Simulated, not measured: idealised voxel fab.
process module | voxel double patterning
cross-section cut | 260 nm wide | cells 5 nm
A cross-section is a grid of square cells, given in bands from the top down. A band is one or more rows of cells.
Each band's line starts with the height of the band's top and of its bottom, in nm. Then come its materials from left to right, each with its width in nm. One material with "throughout" fills the band from edge to edge. "air" is empty space.
Height 0 is the level under which the wafer as received is all one material. The lowest band goes on downwards, as in "0 down".
A width such as "30 to 40" changes by the same amount from each row of cells to the next, from the band's top row to its bottom row.
"no change" after a step means that no cell of the cross-section changed.
closed voids: empty space of 8 cells or more with no open way to the top, each as width x height at its distance from the left edge, in nm
after a step's settings: what the simulator itself notes on the step
overlay nm, on a step with a mask: how far to the right of its planned place the mask lay; to the left if negative
plan
1 op RECEIVE | material Si
2 op CONFORMAL_DEP | material SiO2 | thk nm 5
3 op DIRECTIONAL_DEP | material polySi | thk nm 20
4 op DIRECTIONAL_DEP | material SiN | thk nm 5
5 op PATTERN | tone open | mask id FIRST | material resist | width nm 15 | pitch nm 50 | thk nm 20 | overlay nm 0
6 op DIRECTIONAL_ETCH | etch materials SiN | depth nm 5
7 op STRIP | etch materials resist
8 op MASKED_ETCH | tone open | mask id SECOND | width nm 15 | pitch nm 50 | etch materials SiN | depth nm 5 | overlay nm 0
9 op DIRECTIONAL_ETCH | etch materials polySi | depth nm 10
10 op STRIP | etch materials SiN
varied across the wafers: depth nm of step 9. The plan shows the first wafer's value. All wafers start alike
first wafer as received, after step 1
  0 down: Si throughout
  closed voids: none
each wafer at the end: cells of each material gained (+) or lost (-) since it was received, then its closed voids
depth nm 10 | +52 SiO2 | +178 polySi | closed voids: none
depth nm 15 | +52 SiO2 | +163 polySi | closed voids: none
depth nm 20 | +52 SiO2 | +148 polySi | closed voids: none
depth nm 25 | +52 SiO2 | +148 polySi | closed voids: none
depth nm 30 | +52 SiO2 | +148 polySi | closed voids: none
depth nm 35 | +52 SiO2 | +148 polySi | closed voids: none
